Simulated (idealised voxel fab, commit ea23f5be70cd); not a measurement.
Herein follows the process module entitled voxel transistor to metal.
Cross-section cut: width 150 nm, square cells of 5 nm.
For the purposes of this document, a cross-section shall be understood as a grid of square cells, specified as bands listed in top-to-bottom order, each band consisting of one or more rows of cells.
First you get the band's top height and its bottom height, in nm, and then the materials it's made of, left to right, with each width in nm. If you see a single material with "edge to edge", that one covers the band edge to edge. "blank" is empty space.
The level at which height equals 0 is the one under which the wafer, as it arrives, is entirely one material. No lower edge exists for the bottom band, which continues downward and is notated as in "0 -> down".
Quick explanation for "30..40": the width changes in equal steps down the rows of cells, from the first number in the band's top row to the second number in its bottom row.
The designation "nothing got changed", where it is given for a processing step, indicates that no cell of the cross-section was altered in the course of that step.
The label "Closed voids list" introduces a list of the empty spaces, 8 cells or larger, that have no open way up to the top; each entry in it reads width x height at distance, where the distance is taken from the left edge and all three are stated in nm.
What comes after the settings on a step's line is commentary from the simulator itself on that step.
overlay nm, on a step with a mask: how far to the right of its planned place the mask lay; to the left if negative

Steps in the process plan:
1) RECEIVE | material Si
2) OXIDIZE | depth nm 5
3) CONFORMAL_DEP | material SiN | thk nm 15
4) PATTERN | tone cover | mask id ACTIVE | material resist | width nm 115 | thk nm 15 | overlay nm 0
5) DIRECTIONAL_ETCH | etch materials SiN | depth nm 15
6) DIRECTIONAL_ETCH | etch materials SiO2 | depth nm 5
7) DIRECTIONAL_ETCH | etch materials Si | depth nm 35
8) STRIP | etch materials resist
9) FILL_DEP | material SiO2 | thk nm 15
10) CMP | height nm 15
11) SELECTIVE_ETCH | etch materials SiO2 | depth nm 5
12) STRIP | etch materials SiN
13) SELECTIVE_ETCH | etch materials SiO2 | depth nm 5
14) OXIDIZE | depth nm 5
15) DIRECTIONAL_DEP | material polySi | thk nm 30
16) DIRECTIONAL_DEP | material SiCN | thk nm 15
17) DIRECTIONAL_DEP | material aC | thk nm 15
18) PATTERN | tone cover | mask id GATE | material resist | width nm 35 | thk nm 35 | overlay nm 0
19) DIRECTIONAL_ETCH | etch materials aC | depth nm 15
20) STRIP | etch materials resist
21) DIRECTIONAL_ETCH | etch materials SiCN | depth nm 25
22) DIRECTIONAL_ETCH | etch materials polySi | depth nm 40
23) STRIP | etch materials aC
24) CONFORMAL_DEP | material SiO2 | thk nm 5
25) DIRECTIONAL_ETCH | etch materials SiO2 | depth nm 5
26) CONFORMAL_DEP | material SiN | thk nm 5
27) DIRECTIONAL_ETCH | etch materials SiN | depth nm 5
28) DIRECTIONAL_ETCH | etch materials SiO2 | depth nm 5
29) DIRECTIONAL_ETCH | etch materials Si | depth nm 5
30) EPI | material nSi | thk nm 5
31) FILL_DEP | material SiO2 | thk nm 5
32) CMP | height nm 25
33) STRIP | etch materials polySi
34) SELECTIVE_ETCH | etch materials SiO2 | depth nm 5
35) CONFORMAL_DEP | material HfO2 | thk nm 5
36) CONFORMAL_DEP | material TiN | thk nm 5
37) FILL_DEP | material W | thk nm 5
38) CMP | height nm 20
39) DIRECTIONAL_DEP | material SiO2 | thk nm 10
40) MASKED_ETCH | tone open | mask id CONTACT | width nm 15 | pitch nm 90 | etch materials SiO2 | depth nm 40 | overlay nm 0
41) CONFORMAL_DEP | material TiN | thk nm 5
42) FILL_DEP | material W | thk nm 10
43) CMP | height nm 30
44) CONFORMAL_DEP | material SiCN | thk nm 5
45) DIRECTIONAL_DEP | material lowk | thk nm 15
46) PATTERN | tone open | mask id METAL_1 | material resist | width nm 15 | pitch nm 90 | thk nm 15 | overlay nm 0
47) DIRECTIONAL_ETCH | etch materials lowk | depth nm 15
48) DIRECTIONAL_ETCH | etch materials SiCN | depth nm 5
49) STRIP | etch materials resist
50) CONFORMAL_DEP | material TiN | thk nm 5
51) FILL_DEP | material W | thk nm 5
52) CMP | height nm 50
53) EPI | material Ru | thk nm 5
54) FILL_DEP | material SiCN | thk nm 5
55) DIRECTIONAL_DEP | material SiO2 | thk nm 30
56) DIRECTIONAL_DEP | material aC | thk nm 15
57) PATTERN | tone open | mask id METAL_2 | material resist | width nm 15 | pitch nm 90 | thk nm 35 | overlay nm 0
58) DIRECTIONAL_ETCH | etch materials aC | depth nm 15
59) STRIP | etch materials resist
60) DIRECTIONAL_ETCH | etch materials SiO2 | depth nm 15
61) STRIP | etch materials aC
62) MASKED_ETCH | tone open | mask id METAL_2_HOLES | width nm 15 | pitch nm 90 | etch materials SiO2 | depth nm 15 | overlay nm 0
63) MASKED_ETCH | tone open | mask id METAL_2_HOLES | width nm 15 | pitch nm 90 | etch materials SiCN | depth nm 5 | overlay nm 0
64) CONFORMAL_DEP | material TiN | thk nm 5
65) FILL_DEP | material Cu | thk nm 10
66) CMP | height nm 90
67) CONFORMAL_DEP | material SiCN | thk nm 5

Cross-section of the wafer as it came to us, i.e., already through step 1:
0 -> down = Si edge to edge
Closed voids list: none

End-of-module cross-section. Starting structure and process plan as above; one mistake made in running it:
95 -> 90 = SiCN edge to edge
90 -> 60 = 20 SiO2  5 TiN  5 Cu  5 TiN  75 SiO2  5 TiN  5 Cu  5 TiN  25 SiO2
60 -> 55 = 20 SiCN  15 TiN  75 SiCN  15 TiN  25 SiCN
55 -> 50 = 15 SiCN  30 Ru  60 SiCN  30 Ru  15 SiCN
50 -> 35 = 20 lowk  5 TiN  10 W  5 TiN  70 lowk  5 TiN  10 W  5 TiN  20 lowk
35 -> 30 = 20 SiCN  20 TiN  70 SiCN  20 TiN  20 SiCN
30 -> 20 = 20 SiO2  5 TiN  5 W  5 TiN  75 SiO2  5 TiN  5 W  5 TiN  25 SiO2
20 -> 5 = 20 SiO2  5 TiN  5 W  5 TiN  10 SiO2  5 SiN  5 HfO2  5 TiN  25 W  5 TiN  5 HfO2  5 SiN  10 SiO2  5 TiN  5 W  5 TiN  25 SiO2
5 -> 0 = 15 SiO2  5 SiN  5 TiN  5 W  5 TiN  10 SiO2  5 SiN  5 HfO2  5 TiN  25 W  5 TiN  5 HfO2  5 SiN  10 SiO2  5 TiN  5 W  5 TiN  5 SiN  20 SiO2
0 -> -5 = 15 SiO2  5 SiN  15 TiN  10 SiO2  5 SiN  5 HfO2  35 TiN  5 HfO2  5 SiN  10 SiO2  15 TiN  5 SiN  20 SiO2
-5 -> -10 = 20 SiO2  5 nSi  10 TiN  5 SiO2  5 nSi  5 SiO2  45 HfO2  5 SiO2  5 nSi  5 SiO2  10 TiN  5 nSi  25 SiO2
-10 -> -15 = 15 SiO2  5 Si  25 nSi  55 Si  25 nSi  5 Si  20 SiO2
-15 -> -40 = 15 SiO2  115 Si  20 SiO2
-40 -> down = Si edge to edge
Closed voids list: none
What went wrong in running the wafer? planned and actual differ for step 46; actual: PATTERN | tone open | mask id METAL_1 | material resist | width nm 20 | pitch nm 90 | thk nm 15 | overlay nm 0
